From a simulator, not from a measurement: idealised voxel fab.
This is a process module. Its name is voxel wiring stack.
In the cross-section labelled cut, the width is 215 nm and each square cell is 5 nm.
Square cells in a grid make up a cross-section in this document, and the grid is given as bands, listed from the top down, each one or more rows of cells.
Band: top and bottom heights (nm) first, top before bottom; then materials from left to right, widths in nm. "full width" marks a sole material filling the band edge to edge. "air" denotes empty space.
The level at which height equals 0 is the one under which the wafer, as it arrives, is entirely one material. No lower edge exists for the bottom band, which continues downward and is notated as in "0 and below".
Width spec "30..40" -> top row of cells at first value, bottom row at second value, equal per-row change in between.
The designation "nothing changed", where it is given for a processing step, indicates that no cell of the cross-section was altered in the course of that step.
"Closed void inventory" means: voids of 8 cells or more that are shut off from the top with no open way through. Written width x height at distance, distance from the left edge, in nm.
Where a step's line continues beyond its settings, the continuation is a remark by the simulator itself on that step.
overlay nm: for a step with a mask, the amount by which the mask lay right of where it was planned; a negative amount means left of it.

-- The process steps that were planned are listed below
1: RECEIVE,material Si
2: CONFORMAL_DEP,material SiO2,thk nm 15
3: CONFORMAL_DEP,material SiN,thk nm 5
4: DIRECTIONAL_DEP,material lowk,thk nm 15
5: MASKED_ETCH,tone open,mask id METAL_1,width nm 25,pitch nm 45,etch materials lowk,depth nm 15,overlay nm 0
6: MASKED_ETCH,tone open,mask id METAL_1,width nm 25,pitch nm 45,etch materials SiN,depth nm 5,overlay nm 0
7: CONFORMAL_DEP,material TiN,thk nm 5
8: FILL_DEP,material Cu,thk nm 5
9: CMP,height nm 35
10: CONFORMAL_DEP,material SiCN,thk nm 5
11: DIRECTIONAL_DEP,material SiO2,thk nm 25
12: DIRECTIONAL_DEP,material aC,thk nm 10
13: PATTERN,tone open,mask id METAL_2_HOLES,material resist,width nm 15,pitch nm 45,thk nm 25,overlay nm 0
14: DIRECTIONAL_ETCH,etch materials aC,depth nm 10
15: STRIP,etch materials resist
16: DIRECTIONAL_ETCH,etch materials SiO2,depth nm 25
17: STRIP,etch materials aC
18: MASKED_ETCH,tone open,mask id METAL_2,width nm 25,pitch nm 45,etch materials SiO2,depth nm 15,overlay nm 0
19: MASKED_ETCH,tone open,mask id METAL_2,width nm 25,pitch nm 45,etch materials SiCN,depth nm 5,overlay nm 0
20: CONFORMAL_DEP,material TiN,thk nm 5
21: FILL_DEP,material Ru,thk nm 10
22: CMP,height nm 65
23: CONFORMAL_DEP,material SiCN,thk nm 5
24: DIRECTIONAL_DEP,material SiO2,thk nm 15
25: MASKED_ETCH,tone open,mask id PLUG_2,width nm 15,etch materials SiO2,depth nm 15,overlay nm 0
26: MASKED_ETCH,tone open,mask id PLUG_2,width nm 15,etch materials SiCN,depth nm 5,overlay nm 0
27: EPI,material Ru,thk nm 10
28: EPI,material Ru,thk nm 10
29: DIRECTIONAL_DEP,material TiN,thk nm 5
30: DIRECTIONAL_DEP,material Ru,thk nm 20
31: DIRECTIONAL_DEP,material aC,thk nm 10
32: PATTERN,tone cover,mask id METAL_3,material resist,width nm 25,pitch nm 45,thk nm 25,overlay nm 0
33: DIRECTIONAL_ETCH,etch materials aC,depth nm 10
34: STRIP,etch materials resist
35: DIRECTIONAL_ETCH,etch materials Ru,depth nm 20
36: DIRECTIONAL_ETCH,etch materials TiN,depth nm 5
37: STRIP,etch materials aC
38: FILL_DEP,material SiO2,thk nm 5
39: CMP,height nm 110
40: CONFORMAL_DEP,material SiCN,thk nm 5
41: DIRECTIONAL_DEP,material lowk,thk nm 25
42: MASKED_ETCH,tone open,mask id METAL_4,width nm 25,pitch nm 45,etch materials lowk,depth nm 15,overlay nm 0
43: DIRECTIONAL_DEP,material aC,thk nm 15
44: PATTERN,tone open,mask id METAL_4_HOLES,material resist,width nm 15,thk nm 35,overlay nm 0
45: DIRECTIONAL_ETCH,etch materials aC,depth nm 15
46: STRIP,etch materials resist
47: DIRECTIONAL_ETCH,etch materials lowk,depth nm 10
48: DIRECTIONAL_ETCH,etch materials SiCN,depth nm 5
49: STRIP,etch materials aC
50: CONFORMAL_DEP,material TiN,thk nm 5
51: FILL_DEP,material Cu,thk nm 10
52: CMP,height nm 140
53: CONFORMAL_DEP,material SiCN,thk nm 5

-- Wafer at receipt (post step 1), cross-section
- 0 and below | Si full width
- Closed void inventory: none

-- Module complete - cross-section of the first of two wafers, run according to plan
- 145 down to 140 | SiCN full width
- 140 down to 130 | lowk: 70, TiN: 5, Cu: 15, TiN: 5, lowk: 20, TiN: 5, Cu: 15, TiN: 5, lowk: 75
- 130 down to 125 | lowk: 70, TiN: 5, Cu: 5, TiN: 15, lowk: 20, TiN: 25, lowk: 75
- 125 down to 115 | lowk: 70, TiN: 5, Cu: 5, TiN: 5, lowk: 130
- 115 down to 110 | SiCN: 70, TiN: 15, SiCN: 130
- 110 down to 90 | SiO2: 70, Ru: 25, SiO2: 20, Ru: 25, SiO2: 75
- 90 down to 85 | SiO2: 70, TiN: 25, SiO2: 20, TiN: 25, SiO2: 75
- 85 down to 70 | SiO2: 70, Ru: 15, SiO2: 130
- 70 down to 65 | SiCN: 70, Ru: 15, SiCN: 130
- 65 down to 55 | SiO2: 70, TiN: 5, Ru: 15, TiN: 5, SiO2: 20, TiN: 5, Ru: 15, TiN: 5, SiO2: 75
- 55 down to 50 | SiO2: 70, TiN: 5, Ru: 5, TiN: 15, SiO2: 20, TiN: 5, Ru: 5, TiN: 15, SiO2: 75
- 50 down to 40 | SiO2: 70, TiN: 5, Ru: 5, TiN: 5, SiO2: 30, TiN: 5, Ru: 5, TiN: 5, SiO2: 85
- 40 down to 35 | SiCN: 70, TiN: 15, SiCN: 30, TiN: 15, SiCN: 85
- 35 down to 20 | lowk: 70, TiN: 5, Cu: 15, TiN: 5, lowk: 20, TiN: 5, Cu: 15, TiN: 5, lowk: 75
- 20 down to 15 | SiN: 70, TiN: 25, SiN: 20, TiN: 25, SiN: 75
- 15 down to 0 | SiO2 full width
- 0 and below | Si full width
- Closed void inventory: none

-- Wafer two cross-section, module end. Start and plan unchanged from wafer one; one mistake made during the run
- 145 down to 140 | SiCN full width
- 140 down to 130 | lowk: 70, TiN: 5, Cu: 15, TiN: 5, lowk: 20, TiN: 5, Cu: 15, TiN: 5, lowk: 75
- 130 down to 125 | lowk: 70, TiN: 5, Cu: 5, TiN: 15, lowk: 20, TiN: 25, lowk: 75
- 125 down to 115 | lowk: 70, TiN: 5, Cu: 5, TiN: 5, lowk: 130
- 115 down to 110 | SiCN: 70, TiN: 15, SiCN: 130
- 110 down to 90 | SiO2: 75, Ru: 15, SiO2: 30, Ru: 15, SiO2: 80
- 90 down to 85 | SiO2: 75, TiN: 15, SiO2: 30, TiN: 15, SiO2: 80
- 85 down to 70 | SiO2: 70, Ru: 15, SiO2: 130
- 70 down to 65 | SiCN: 70, Ru: 15, SiCN: 130
- 65 down to 55 | SiO2: 70, TiN: 5, Ru: 15, TiN: 5, SiO2: 20, TiN: 5, Ru: 15, TiN: 5, SiO2: 75
- 55 down to 50 | SiO2: 70, TiN: 5, Ru: 5, TiN: 15, SiO2: 20, TiN: 5, Ru: 5, TiN: 15, SiO2: 75
- 50 down to 40 | SiO2: 70, TiN: 5, Ru: 5, TiN: 5, SiO2: 30, TiN: 5, Ru: 5, TiN: 5, SiO2: 85
- 40 down to 35 | SiCN: 70, TiN: 15, SiCN: 30, TiN: 15, SiCN: 85
- 35 down to 20 | lowk: 70, TiN: 5, Cu: 15, TiN: 5, lowk: 20, TiN: 5, Cu: 15, TiN: 5, lowk: 75
- 20 down to 15 | SiN: 70, TiN: 25, SiN: 20, TiN: 25, SiN: 75
- 15 down to 0 | SiO2 full width
- 0 and below | Si full width
- Closed void inventory: none
What went wrong in running the wafer? for step 32, the planned setting was not used; the step was instead run as PATTERN,tone cover,mask id METAL_3,material resist,width nm 15,pitch nm 45,thk nm 25,overlay nm 0
The second wafer ends with more or fewer cells of some materials than the first, per final count: Ru -16 | SiO2 +20 | TiN -4
